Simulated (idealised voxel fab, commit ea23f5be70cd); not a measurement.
The following is a process module called voxel released beams.
FYI the section here is cut, 295 nm wide, cells are 5 nm squares.
Cross-section layout: square cells on a grid; listed as bands, top to bottom; a band spans one or more cell rows. It is stipulated that each band's entry specify, in nanometres, the height of the top of the band and then that of its bottom, followed by the materials of the band in left-to-right sequence, each together with its width in nanometres. A single material marked by the word "all across" is understood to fill the band from edge to edge; the word "blank" is understood to denote empty space. We count height from 0. Below that, the starting wafer is all one material. The lowest band never ends at the bottom but goes on down; see "0..down" for how that is written. The notation "30..40" denotes a width that varies across the rows of cells in the band, beginning at the first number in the top row, finishing at the second number in the bottom row, and changing by an identical amount from each row to the next. Reading "nothing changed" for a step: not a cell of the cross-section changed in it. "Closed void catalog" - sealed voids, min. 8 cells, no opening to top; format: width x height at distance (distance from left edge; nm throughout). The remark found on a step's line after its settings is issued by the simulator itself and pertains to that step. "overlay nm" on a masked step: distance the mask lay right of its planned place, negative for left.
## Listed below are the process steps as planned
1: RECEIVE,material Si
2: CONFORMAL_DEP,material SiN,thk nm 5
3: DIRECTIONAL_DEP,material SiO2,thk nm 15
4: PATTERN,tone open,mask id ANCHOR,material resist,width nm 35,thk nm 15,overlay nm 0
5: DIRECTIONAL_ETCH,etch materials SiO2,depth nm 15
6: STRIP,etch materials resist
7: CONFORMAL_DEP,material polySi,thk nm 15
8: DIRECTIONAL_DEP,material aC,thk nm 15
9: PATTERN,tone cover,mask id BEAM,material resist,width nm 110,thk nm 35,overlay nm 0
10: DIRECTIONAL_ETCH,etch materials aC,depth nm 15
11: STRIP,etch materials resist
12: DIRECTIONAL_ETCH,etch materials polySi,depth nm 15
13: STRIP,etch materials aC
14: STRIP,etch materials SiO2
## Wafer at receipt (post step 1), cross-section
	0..down | Si all across
	Closed void catalog: none
## a wafer at the end: this start, this plan, one mistake
	35..20 | 95 blank / 15 polySi / 5 blank / 85 polySi / 95 blank
	20..5 | 95 blank / 35 polySi / 165 blank
	5..0 | SiN all across
	0..down | Si all across
	Closed void catalog: none
Here's what went sideways: heads up, step 9 didn't go per plan, it actually ran as PATTERN,tone cover,mask id BEAM,material resist,width nm 105,thk nm 35,overlay nm 0
